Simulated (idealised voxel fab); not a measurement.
Process module heading - voxel tone inversion
Cross-section cut: width 140 nm, square cells of 5 nm.
A cross-section is written here as square cells arranged in a grid, and it is given in bands from the top down, each band taking up one or more rows of cells.
Read a band's entry like this: the first values are the height of its top and the height of its bottom in nm, and what follows is the sequence of materials from left to right, each with its width in nm. Note that "empty" is empty space, and that a single material marked "throughout" reaches across the band from edge to edge.
Heights are measured from 0, the level below which the as-received wafer is all one material; the lowest band has no bottom and continues downward, written as in "from 0 down".
Quick explanation for "30 to 40": the width changes in equal steps down the rows of cells, from the first number in the band's top row to the second number in its bottom row.
"left unchanged" means the step left every cell of the cross-section as it was.
Any empty space of 8 cells or more lacking an open way to the top shows up in "Trapped cavities" as width x height at distance, distance from the left edge, in nm.
That trailing text on a step's line, after the settings, is the simulator's own remark on the step.
"overlay nm" on a masked step: distance the mask lay right of its planned place, negative for left.

Below is the list of planned process steps:
1 RECEIVE: material Si
2 CONFORMAL_DEP: material SiCN, thk nm 5
3 DIRECTIONAL_DEP: material aC, thk nm 20
4 PATTERN: tone cover, mask id POSTS, material resist, width nm 25, pitch nm 40, thk nm 25, overlay nm 0
5 DIRECTIONAL_ETCH: etch materials aC, depth nm 20
6 STRIP: etch materials resist
7 FILL_DEP: material lowk, thk nm 10
8 CMP: height nm 25
9 STRIP: etch materials aC
Same starting wafers, different thk nm at step 2. Plan value belongs to the first wafer.

First of several wafers, received after step 1, in cross-section:
* from 0 down = Si throughout
* Trapped cavities: none

Quick key for the table: a row per wafer, taken at the end of the module. For each material it tells you how many cells the wafer gained (+) or lost (-) since it came in, and the closed voids come after:
thk nm 5; +28 SiCN; +52 lowk; Trapped cavities: none
thk nm 10; +56 SiCN; +39 lowk; Trapped cavities: none
thk nm 15; +84 SiCN; +26 lowk; Trapped cavities: none
thk nm 20; +112 SiCN; +13 lowk; Trapped cavities: none
